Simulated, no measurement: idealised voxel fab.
Process module, titled voxel air gaps
Each square cell in cross-section cut measures 5 nm, and the section as a whole is 300 nm wide.
Format of a cross-section: grid, square cells. Given as bands. Order: top down. Band: one or more rows of cells. Within each band entry, the heights of the top and of the bottom of the band appear first, in that order and in nm; the materials of the band then follow from left to right, each with its corresponding width in nm. The designation "edge to edge" on a single material indicates that it fills the band from edge to edge; the designation "empty" indicates empty space. Ref level 0: as-received wafer is one material below here. Bottom band extends down with no lower bound ("0 down"). You'd read "30 to 40" like this: the band's top row of cells is as wide as the first number, its bottom row is as wide as the second, and going down, every row changes width by the same amount as the row before did. Where a step carries "same as before", the cross-section came out of it unchanged, cell for cell. Entry "closed voids" = empty spaces >= 8 cells with no open way to the top; each as width x height at distance, distance from left edge, all nm. after a step's settings: what the simulator itself notes on the step. Regarding "overlay nm": on a step with a mask, it is the distance the mask lay to the right of its planned place; a negative value places it to the left.
[The steps planned for the process are as follows]
1 RECEIVE [material Si]
2 CONFORMAL_DEP [material SiO2] [thk nm 15]
3 CONFORMAL_DEP [material SiCN] [thk nm 5]
4 DIRECTIONAL_DEP [material lowk] [thk nm 30]
5 PATTERN [tone open] [mask id LINES] [material resist] [width nm 25] [pitch nm 55] [thk nm 20] [overlay nm 0]
6 DIRECTIONAL_ETCH [etch materials lowk] [depth nm 30]
7 STRIP [etch materials resist]
8 CONFORMAL_DEP [material TiN] [thk nm 5]
9 FILL_DEP [material W] [thk nm 5]
10 CMP [height nm 50]
11 EPI [material Ru] [thk nm 10]
12 SELECTIVE_ETCH [etch materials lowk] [depth nm 40]
13 CONFORMAL_DEP [material SiCN] [thk nm 5]
[Wafer cross-section on receipt, i.e. after step 1]
* 0 down: Si edge to edge
* closed voids: none
[The cross-section shown corresponds to the wafer at the conclusion of the module. The initial structure and the process plan are those presented above; however, one mistake occurred in executing the plan]
* 65 to 60: SiCN edge to edge
* 60 to 50: Ru edge to edge
* 50 to 45: 60 TiN | 15 W | 40 TiN | 15 W | 40 TiN | 15 W | 40 TiN | 15 W | 60 TiN
* 45 to 25: 55 lowk | 5 TiN | 15 W | 5 TiN | 30 lowk | 5 TiN | 15 W | 5 TiN | 30 lowk | 5 TiN | 15 W | 5 TiN | 30 lowk | 5 TiN | 15 W | 5 TiN | 55 lowk
* 25 to 20: 55 lowk | 25 TiN | 30 lowk | 25 TiN | 30 lowk | 25 TiN | 30 lowk | 25 TiN | 55 lowk
* 20 to 15: SiCN edge to edge
* 15 to 0: SiO2 edge to edge
* 0 down: Si edge to edge
* closed voids: none
Here's what went sideways: step 4 ran as: DIRECTIONAL_DEP [material lowk] [thk nm 25]
